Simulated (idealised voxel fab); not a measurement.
Herein follows the process module entitled voxel self aligned contacts.
cross-section cut | 185 nm wide | cells 5 nm
A cross-section in this document is a grid of square cells, and it is written down as bands, the top band listed before the ones below it; a band is made up of one or more rows of cells.
What a band's entry tells you: where the top is and where the bottom is, as heights in nm, and after that what lies inside, material by material from left to right, each with its width in nm. Empty space is written as the word "blank", and a single material marked with the word "all across" occupies the band from edge to edge.
Height reference: 0 = level under which incoming wafer is all one material. Lowest band: no bottom, runs on downward, e.g. "from 0 down".
When a width is written as two numbers, as in "30 to 40", the first number is the width in the top row of cells of the band and the second is the width in its bottom row, and the width changes by the same amount from each row to the next.
Where a step carries "identical to before", the cross-section came out of it unchanged, cell for cell.
Basically, "Catalogued sealed voids" tells you about the enclosed voids: empty spaces with no open way to the top, 8 cells or bigger, each written width x height at distance, where distance is from the left edge, all in nm.
Where a step's line continues beyond its settings, the continuation is a remark by the simulator itself on that step.
The "overlay nm" setting may appear on a step's line; for a step that uses a mask, it gives how far to the right of its planned position the mask lay, and a negative value indicates the left.
The process steps that were planned are listed below
1 RECEIVE, material Si
2 CONFORMAL_DEP, material SiO2, thk nm 5
3 DIRECTIONAL_DEP, material polySi, thk nm 30
4 DIRECTIONAL_DEP, material SiN, thk nm 20
5 MASKED_ETCH, tone cover, mask id GATE, width nm 25, pitch nm 60, etch materials SiN, depth nm 20, overlay nm 0
6 MASKED_ETCH, tone cover, mask id GATE, width nm 25, pitch nm 60, etch materials polySi, depth nm 30, overlay nm 0
7 CONFORMAL_DEP, material SiN, thk nm 10
8 DIRECTIONAL_ETCH, etch materials SiN, depth nm 10
9 FILL_DEP, material SiO2, thk nm 10
10 CMP, height nm 60
11 DIRECTIONAL_DEP, material aC, thk nm 10
12 PATTERN, tone open, mask id CONTACT, material resist, width nm 45, thk nm 25, overlay nm 0
13 DIRECTIONAL_ETCH, etch materials aC, depth nm 10
14 STRIP, etch materials resist
15 DIRECTIONAL_ETCH, etch materials SiO2, depth nm 60
16 STRIP, etch materials aC
17 CONFORMAL_DEP, material TiN, thk nm 5
18 FILL_DEP, material Ru, thk nm 10
19 CMP, height nm 60
20 CONFORMAL_DEP, material SiCN, thk nm 5
Cross-section: wafer on arrival = after step 1
* from 0 down  Si all across
* Catalogued sealed voids: none
The plan above was carried out on the starting structure above with one mistake, and this cross-section shows the wafer at the end of the module
* from 65 to 60  SiCN all across
* from 60 to 55  35 of Ru, 55 of TiN, 5 of Ru, 55 of TiN, 35 of Ru
* from 55 to 35  35 of Ru, 5 of TiN, 45 of SiN, 5 of TiN, 5 of Ru, 5 of TiN, 45 of SiN, 5 of TiN, 35 of Ru
* from 35 to 10  35 of Ru, 5 of TiN, 10 of SiN, 25 of polySi, 10 of SiN, 5 of TiN, 5 of Ru, 5 of TiN, 10 of SiN, 25 of polySi, 10 of SiN, 5 of TiN, 35 of Ru
* from 10 to 5  40 of TiN, 10 of SiN, 25 of polySi, 10 of SiN, 15 of TiN, 10 of SiN, 25 of polySi, 10 of SiN, 40 of TiN
* from 5 to 0  SiO2 all across
* from 0 down  Si all across
* Catalogued sealed voids: none
The plan and the run diverged here: rather than as planned, step 9 actually ran as FILL_DEP, material aC, thk nm 10
